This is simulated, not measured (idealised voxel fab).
Module name: voxel ribs on slabs (process module)
We display cut, a cross-section 280 nm in width whose square cells are each 5 nm.
How to read a cross-section here: the picture is a grid of square cells, written as bands going from the top down, and any band can span one or more rows of cells.
Band: top height; bottom height; in nm. Then, left to right: material with width in nm, for each material. "edge to edge": a single material spanning edge to edge. "blank": empty space.
The level at which height equals 0 is the one under which the wafer, as it arrives, is entirely one material. No lower edge exists for the bottom band, which continues downward and is notated as in "top 0, no bottom".
Width: "30->40" (first number = top row, second number = bottom row, same change from row to row of cells).
When a step is marked "changes: none", none of the cells in the cross-section changed during that step.
Closed-off voids of 8+ cells (no open route to the top) go in "Trapped cavities", written width x height at distance from the left edge, in nm.
Formally, on a step line, whatever follows the settings is a remark that the simulator itself makes on the step.
The "overlay nm" setting may appear on a step's line; for a step that uses a mask, it gives how far to the right of its planned position the mask lay, and a negative value indicates the left.

[Process steps (planned)]
1,RECEIVE [material Si]
2,DIRECTIONAL_DEP [material SiO2] [thk nm 25]
3,DIRECTIONAL_DEP [material SiN] [thk nm 25]
4,MASKED_ETCH [tone cover] [mask id RIB] [width nm 15] [etch materials SiN] [depth nm 15] [overlay nm 0]
5,PATTERN [tone cover] [mask id SLAB] [material resist] [width nm 55] [thk nm 20] [overlay nm 0]
6,DIRECTIONAL_ETCH [etch materials SiN] [depth nm 10]
7,STRIP [etch materials resist]
8,FILL_DEP [material SiO2] [thk nm 20]
9,CMP [height nm 65]
10,DIRECTIONAL_DEP [material TiN] [thk nm 10]
11,DIRECTIONAL_DEP [material aC] [thk nm 15]
12,PATTERN [tone cover] [mask id HEATER] [material resist] [width nm 25] [thk nm 35] [overlay nm 0]
13,DIRECTIONAL_ETCH [etch materials aC] [depth nm 15]
14,STRIP [etch materials resist]
15,DIRECTIONAL_ETCH [etch materials TiN] [depth nm 10]
16,STRIP [etch materials aC]
17,CONFORMAL_DEP [material SiN] [thk nm 10]

[Incoming wafer in cross-section (state: after step 1)]
* top 0, no bottom = Si edge to edge
* Trapped cavities: none

[Starting structure and process plan are as shown above, but one mistake was made in running the module; the wafer cross-section at the end of the module follows]
* top 85, bottom 75 = blank (115), then SiN (45), then blank (120)
* top 75, bottom 65 = SiN (125), then TiN (25), then SiN (130)
* top 65, bottom 50 = SiO2 edge to edge
* top 50, bottom 45 = SiO2 (130), then SiN (15), then SiO2 (135)
* top 45, bottom 35 = SiO2 (110), then SiN (55), then SiO2 (115)
* top 35, bottom 25 = SiN edge to edge
* top 25, bottom 0 = SiO2 edge to edge
* top 0, no bottom = Si edge to edge
* Trapped cavities: none
Deviation noted in wafer processing: step 4, actual vs plan mismatch, actual run MASKED_ETCH [tone cover] [mask id RIB] [width nm 15] [etch materials SiN] [depth nm 5] [overlay nm 0]
